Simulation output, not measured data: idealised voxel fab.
The following process module bears the name voxel gate over fins.
FYI the section here is cut, 200 nm wide, cells are 5 nm squares.
A cross-section is written here as square cells arranged in a grid, and it is given in bands from the top down, each band taking up one or more rows of cells.
A band entry consists of two parts. The first gives the height of the band's top and the height of its bottom, in nm. The rest lists the band's materials from left to right, each with its width in nm. A single material labelled with the word "all across" fills the band from edge to edge, and the word "air" marks empty space.
For the purposes of this specification, 0 denotes the height below which the wafer in its as-received condition is composed wholly of one material, and the lowermost band, lacking a lower limit, extends downward without end, as expressed in "top 0, no bottom".
Width: "30 to 40" (first number = top row, second number = bottom row, same change from row to row of cells).
"stayed the same" means the step left every cell of the cross-section as it was.
In "Voids, enclosed" the enclosed voids are listed, meaning empty spaces of 8 cells or larger without any opening to the top. The form is width x height at distance, distance from the left edge, units nm.
Anything after a step's settings on that line? It's the simulator's own note about the step.
The line of a step may include "overlay nm". On a step with a mask, this value is how far to the right of its planned place the mask lay. A negative value means the mask lay to the left.
If you're wondering how to read the rest of this, here's the deal. It's pairs of cross-sections: one from before a process step, one from after it. The after one is only drawn as far down as the lowest band that changed. Right under each pair you'll see which step sits between them and what its settings were. Don't read the pairs as one continuous story, though. They can come from different runs of this module on the same starting wafer, and a pair only carries on from the one above it where its entry headed "State before step" says so.

-- State before step
- top 5, bottom 0 | HfO2: 75, air: 15, HfO2: 20, air: 15, HfO2: 75
- top 0, bottom -5 | Si: 70, HfO2: 5, air: 15, HfO2: 5, Si: 10, HfO2: 5, air: 15, HfO2: 5, Si: 70
- top -5, bottom -10 | Si: 70, HfO2: 25, Si: 10, HfO2: 25, Si: 70
- top -10, bottom -45 | Si: 70, SiO2: 25, Si: 10, SiO2: 25, Si: 70
- top -45, no bottom | Si all across
- Voids, enclosed: none

-- Post-Step Geometry
- top 10, bottom 5 | TiN: 80, air: 5, TiN: 30, air: 5, TiN: 80
- top 5, bottom 0 | HfO2: 75, TiN: 5, air: 5, TiN: 5, HfO2: 20, TiN: 5, air: 5, TiN: 5, HfO2: 75
- top 0, bottom -5 | Si: 70, HfO2: 5, TiN: 15, HfO2: 5, Si: 10, HfO2: 5, TiN: 15, HfO2: 5, Si: 70
- Under the height -5 nothing was changed.
- Voids, enclosed: none
Which operation links the two cross-sections above? CONFORMAL_DEP,material TiN,thk nm 5

State before step: see preceding pair, after cross-section.

-- Post-Step Geometry
- top 25, bottom 10 | W all across
- top 10, bottom 5 | TiN: 80, W: 5, TiN: 30, W: 5, TiN: 80
- top 5, bottom 0 | HfO2: 75, TiN: 5, W: 5, TiN: 5, HfO2: 20, TiN: 5, W: 5, TiN: 5, HfO2: 75
- Under the height 0 nothing was changed.
- Voids, enclosed: none
Which operation links the two cross-sections above? FILL_DEP,material W,thk nm 15

State before step: see preceding pair, after cross-section.

-- Post-Step Geometry
- top 20, bottom 10 | W all across
- Under the height 10 nothing was changed.
- Voids, enclosed: none
Which operation links the two cross-sections above? CMP,height nm 20

State before step: see preceding pair, after cross-section.

-- Post-Step Geometry
- top 30, bottom 20 | SiCN all across
- Under the height 20 nothing was changed.
- Voids, enclosed: none
Which operation links the two cross-sections above? CONFORMAL_DEP,material SiCN,thk nm 10
